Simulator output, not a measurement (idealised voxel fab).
process module | voxel self aligned contacts
cross-section cut | 290 nm wide | cells 5 nm
A cross-section is a grid of square cells, given in bands from the top down. A band is one or more rows of cells.
Each band's line starts with the height of the band's top and of its bottom, in nm. Then come its materials from left to right, each with its width in nm. One material with "throughout" fills the band from edge to edge. "air" is empty space.
Height 0 is the level under which the wafer as received is all one material. The lowest band goes on downwards, as in "0 down".
A width such as "30 to 40" changes by the same amount from each row of cells to the next, from the band's top row to its bottom row.
"no change" after a step means that no cell of the cross-section changed.
closed voids: empty space of 8 cells or more with no open way to the top, each as width x height at its distance from the left edge, in nm
after a step's settings: what the simulator itself notes on the step
overlay nm, on a step with a mask: how far to the right of its planned place the mask lay; to the left if negative
plan
1 op RECEIVE | material Si
2 op CONFORMAL_DEP | material SiO2 | thk nm 5
3 op DIRECTIONAL_DEP | material polySi | thk nm 25
4 op DIRECTIONAL_DEP | material SiN | thk nm 25
5 op PATTERN | tone cover | mask id GATE | material resist | width nm 25 | pitch nm 60 | thk nm 15 | overlay nm 0
6 op DIRECTIONAL_ETCH | etch materials SiN | depth nm 25
7 op DIRECTIONAL_ETCH | etch materials polySi | depth nm 25
8 op STRIP | etch materials resist
9 op CONFORMAL_DEP | material SiN | thk nm 10
10 op DIRECTIONAL_ETCH | etch materials SiN | depth nm 10
11 op FILL_DEP | material SiO2 | thk nm 15
12 op CMP | height nm 65
13 op DIRECTIONAL_DEP | material aC | thk nm 10
14 op PATTERN | tone open | mask id CONTACT | material resist | width nm 45 | pitch nm 60 | thk nm 30 | overlay nm 0
15 op DIRECTIONAL_ETCH | etch materials aC | depth nm 10
16 op STRIP | etch materials resist
17 op DIRECTIONAL_ETCH | etch materials SiO2 | depth nm 65
18 op STRIP | etch materials aC
19 op CONFORMAL_DEP | material TiN | thk nm 5
20 op FILL_DEP | material W | thk nm 10
21 op CMP | height nm 65
22 op CONFORMAL_DEP | material SiCN | thk nm 5
first wafer, as planned
as received, after step 1
  0 down: Si throughout
  closed voids: none
after step 2
  5 to 0: SiO2 throughout
  below 0: unchanged
after step 3
  30 to 5: polySi throughout
  below 5: unchanged
after step 4
  55 to 30: SiN throughout
  below 30: unchanged
after step 5
  70 to 55: air 70 | resist 25 | air 35 | resist 25 | air 35 | resist 25 | air 75
  below 55: unchanged
after step 6
  70 to 55: air 70 | resist 25 | air 35 | resist 25 | air 35 | resist 25 | air 75
  55 to 30: air 70 | SiN 25 | air 35 | SiN 25 | air 35 | SiN 25 | air 75
  below 30: unchanged
after step 7
  70 to 55: air 70 | resist 25 | air 35 | resist 25 | air 35 | resist 25 | air 75
  55 to 30: air 70 | SiN 25 | air 35 | SiN 25 | air 35 | SiN 25 | air 75
  30 to 5: air 70 | polySi 25 | air 35 | polySi 25 | air 35 | polySi 25 | air 75
  below 5: unchanged
after step 8
  55 to 30: air 70 | SiN 25 | air 35 | SiN 25 | air 35 | SiN 25 | air 75
  below 30: unchanged
after step 9
  65 to 30: air 60 | SiN 45 | air 15 | SiN 45 | air 15 | SiN 45 | air 65
  30 to 15: air 60 | SiN 10 | polySi 25 | SiN 10 | air 15 | SiN 10 | polySi 25 | SiN 10 | air 15 | SiN 10 | polySi 25 | SiN 10 | air 65
  15 to 5: SiN 70 | polySi 25 | SiN 35 | polySi 25 | SiN 35 | polySi 25 | SiN 75
  below 5: unchanged
after step 10
  55 to 30: air 60 | SiN 45 | air 15 | SiN 45 | air 15 | SiN 45 | air 65
  30 to 5: air 60 | SiN 10 | polySi 25 | SiN 10 | air 15 | SiN 10 | polySi 25 | SiN 10 | air 15 | SiN 10 | polySi 25 | SiN 10 | air 65
  below 5: unchanged
after step 11
  70 to 55: SiO2 throughout
  55 to 30: SiO2 60 | SiN 45 | SiO2 15 | SiN 45 | SiO2 15 | SiN 45 | SiO2 65
  30 to 5: SiO2 60 | SiN 10 | polySi 25 | SiN 10 | SiO2 15 | SiN 10 | polySi 25 | SiN 10 | SiO2 15 | SiN 10 | polySi 25 | SiN 10 | SiO2 65
  below 5: unchanged
after step 12
  65 to 55: SiO2 throughout
  below 55: unchanged
after step 13
  75 to 65: aC throughout
  below 65: unchanged
after step 14
  105 to 75: resist 90 | air 45 | resist 15 | air 45 | resist 95
  below 75: unchanged
after step 15
  95 to 75: resist 90 | air 45 | resist 15 | air 45 | resist 95
  75 to 65: aC 90 | air 45 | aC 15 | air 45 | aC 95
  below 65: unchanged
after step 16
  75 to 65: aC 90 | air 45 | aC 15 | air 45 | aC 95
  below 65: unchanged
after step 17
  75 to 65: aC 90 | air 45 | aC 15 | air 45 | aC 95
  65 to 55: SiO2 90 | air 45 | SiO2 15 | air 45 | SiO2 95
  55 to 30: SiO2 60 | SiN 45 | air 15 | SiN 45 | air 15 | SiN 45 | SiO2 65
  30 to 5: SiO2 60 | SiN 10 | polySi 25 | SiN 10 | air 15 | SiN 10 | polySi 25 | SiN 10 | air 15 | SiN 10 | polySi 25 | SiN 10 | SiO2 65
  5 to 0: SiO2 105 | air 15 | SiO2 45 | air 15 | SiO2 110
  below 0: unchanged
after step 18
  65 to 55: SiO2 90 | air 45 | SiO2 15 | air 45 | SiO2 95
  below 55: unchanged
after step 19
  70 to 65: TiN 95 | air 35 | TiN 25 | air 35 | TiN 100
  65 to 55: SiO2 90 | TiN 5 to 20 | air 35 to 5 | TiN 5 to 20 | SiO2 15 | TiN 5 to 20 | air 35 to 5 | TiN 5 to 20 | SiO2 95
  55 to 30: SiO2 60 | SiN 45 | TiN 5 | air 5 | TiN 5 | SiN 45 | TiN 5 | air 5 | TiN 5 | SiN 45 | SiO2 65
  30 to 5: SiO2 60 | SiN 10 | polySi 25 | SiN 10 | TiN 5 | air 5 | TiN 5 | SiN 10 | polySi 25 | SiN 10 | TiN 5 | air 5 | TiN 5 | SiN 10 | polySi 25 | SiN 10 | SiO2 65
  5 to 0: SiO2 105 | TiN 15 | SiO2 45 | TiN 15 | SiO2 110
  below 0: unchanged
after step 20
  80 to 70: W throughout
  70 to 65: TiN 95 | W 35 | TiN 25 | W 35 | TiN 100
  65 to 55: SiO2 90 | TiN 5 to 20 | W 35 to 5 | TiN 5 to 20 | SiO2 15 | TiN 5 to 20 | W 35 to 5 | TiN 5 to 20 | SiO2 95
  55 to 30: SiO2 60 | SiN 45 | TiN 5 | W 5 | TiN 5 | SiN 45 | TiN 5 | W 5 | TiN 5 | SiN 45 | SiO2 65
  30 to 5: SiO2 60 | SiN 10 | polySi 25 | SiN 10 | TiN 5 | W 5 | TiN 5 | SiN 10 | polySi 25 | SiN 10 | TiN 5 | W 5 | TiN 5 | SiN 10 | polySi 25 | SiN 10 | SiO2 65
  below 5: unchanged
after step 21
  65 to 55: SiO2 90 | TiN 5 to 20 | W 35 to 5 | TiN 5 to 20 | SiO2 15 | TiN 5 to 20 | W 35 to 5 | TiN 5 to 20 | SiO2 95
  below 55: unchanged
after step 22
  70 to 65: SiCN throughout
  below 65: unchanged
second wafer: like start, like plan, one mistake. Through step 2 it matches the first wafer
when step 3 should have ended
  55 to 5: polySi throughout
  below 5: unchanged
when step 4 should have ended
  80 to 55: SiN throughout
  below 55: unchanged
when step 5 should have ended
  95 to 80: air 70 | resist 25 | air 35 | resist 25 | air 35 | resist 25 | air 75
  below 80: unchanged
when step 6 should have ended
  95 to 80: air 70 | resist 25 | air 35 | resist 25 | air 35 | resist 25 | air 75
  80 to 55: air 70 | SiN 25 | air 35 | SiN 25 | air 35 | SiN 25 | air 75
  below 55: unchanged
when step 7 should have ended
  95 to 80: air 70 | resist 25 | air 35 | resist 25 | air 35 | resist 25 | air 75
  80 to 55: air 70 | SiN 25 | air 35 | SiN 25 | air 35 | SiN 25 | air 75
  55 to 30: air 70 | polySi 25 | air 35 | polySi 25 | air 35 | polySi 25 | air 75
  below 30: unchanged
when step 8 should have ended
  80 to 55: air 70 | SiN 25 | air 35 | SiN 25 | air 35 | SiN 25 | air 75
  below 55: unchanged
when step 9 should have ended
  90 to 55: air 60 | SiN 45 | air 15 | SiN 45 | air 15 | SiN 45 | air 65
  55 to 40: air 60 | SiN 10 | polySi 25 | SiN 10 | air 15 | SiN 10 | polySi 25 | SiN 10 | air 15 | SiN 10 | polySi 25 | SiN 10 | air 65
  40 to 30: SiN 70 | polySi 25 | SiN 35 | polySi 25 | SiN 35 | polySi 25 | SiN 75
  below 30: unchanged
when step 10 should have ended
  80 to 55: air 60 | SiN 45 | air 15 | SiN 45 | air 15 | SiN 45 | air 65
  55 to 30: air 60 | SiN 10 | polySi 25 | SiN 10 | air 15 | SiN 10 | polySi 25 | SiN 10 | air 15 | SiN 10 | polySi 25 | SiN 10 | air 65
  below 30: unchanged
when step 11 should have ended
  95 to 80: SiO2 throughout
  80 to 55: SiO2 60 | SiN 45 | SiO2 15 | SiN 45 | SiO2 15 | SiN 45 | SiO2 65
  55 to 30: SiO2 60 | SiN 10 | polySi 25 | SiN 10 | SiO2 15 | SiN 10 | polySi 25 | SiN 10 | SiO2 15 | SiN 10 | polySi 25 | SiN 10 | SiO2 65
  below 30: unchanged
when step 12 should have ended
  65 to 55: SiO2 60 | SiN 45 | SiO2 15 | SiN 45 | SiO2 15 | SiN 45 | SiO2 65
  below 55: unchanged
when step 13 should have ended
  75 to 65: aC throughout
  below 65: unchanged
when step 14 should have ended
  105 to 75: resist 90 | air 45 | resist 15 | air 45 | resist 95
  below 75: unchanged
when step 15 should have ended
  95 to 75: resist 90 | air 45 | resist 15 | air 45 | resist 95
  75 to 65: aC 90 | air 45 | aC 15 | air 45 | aC 95
  below 65: unchanged
when step 16 should have ended
  75 to 65: aC 90 | air 45 | aC 15 | air 45 | aC 95
  below 65: unchanged
when step 17 should have ended
  75 to 65: aC 90 | air 45 | aC 15 | air 45 | aC 95
  65 to 55: SiO2 60 | SiN 45 | air 15 | SiN 45 | air 15 | SiN 45 | SiO2 65
  55 to 30: SiO2 60 | SiN 10 | polySi 25 | SiN 10 | air 15 | SiN 10 | polySi 25 | SiN 10 | air 15 | SiN 10 | polySi 25 | SiN 10 | SiO2 65
  below 30: unchanged
when step 18 should have ended
  65 to 55: SiO2 60 | SiN 45 | air 15 | SiN 45 | air 15 | SiN 45 | SiO2 65
  below 55: unchanged
when step 19 should have ended
  70 to 65: TiN 110 | air 5 | TiN 55 | air 5 | TiN 115
  65 to 55: SiO2 60 | SiN 45 | TiN 5 | air 5 | TiN 5 | SiN 45 | TiN 5 | air 5 | TiN 5 | SiN 45 | SiO2 65
  55 to 35: SiO2 60 | SiN 10 | polySi 25 | SiN 10 | TiN 5 | air 5 | TiN 5 | SiN 10 | polySi 25 | SiN 10 | TiN 5 | air 5 | TiN 5 | SiN 10 | polySi 25 | SiN 10 | SiO2 65
  35 to 30: SiO2 60 | SiN 10 | polySi 25 | SiN 10 | TiN 15 | SiN 10 | polySi 25 | SiN 10 | TiN 15 | SiN 10 | polySi 25 | SiN 10 | SiO2 65
  below 30: unchanged
when step 20 should have ended
  80 to 70: W throughout
  70 to 65: TiN 110 | W 5 | TiN 55 | W 5 | TiN 115
  65 to 55: SiO2 60 | SiN 45 | TiN 5 | W 5 | TiN 5 | SiN 45 | TiN 5 | W 5 | TiN 5 | SiN 45 | SiO2 65
  55 to 35: SiO2 60 | SiN 10 | polySi 25 | SiN 10 | TiN 5 | W 5 | TiN 5 | SiN 10 | polySi 25 | SiN 10 | TiN 5 | W 5 | TiN 5 | SiN 10 | polySi 25 | SiN 10 | SiO2 65
  below 35: unchanged
when step 21 should have ended
  65 to 55: SiO2 60 | SiN 45 | TiN 5 | W 5 | TiN 5 | SiN 45 | TiN 5 | W 5 | TiN 5 | SiN 45 | SiO2 65
  below 55: unchanged
when step 22 should have ended
  70 to 65: SiCN throughout
  below 65: unchanged
what went wrong: step 3 was run twice
at the end the second wafer has, in cells: 81 fewer of SiN | 149 fewer of SiO2 | 36 fewer of TiN | 24 fewer of W | 290 more of polySi
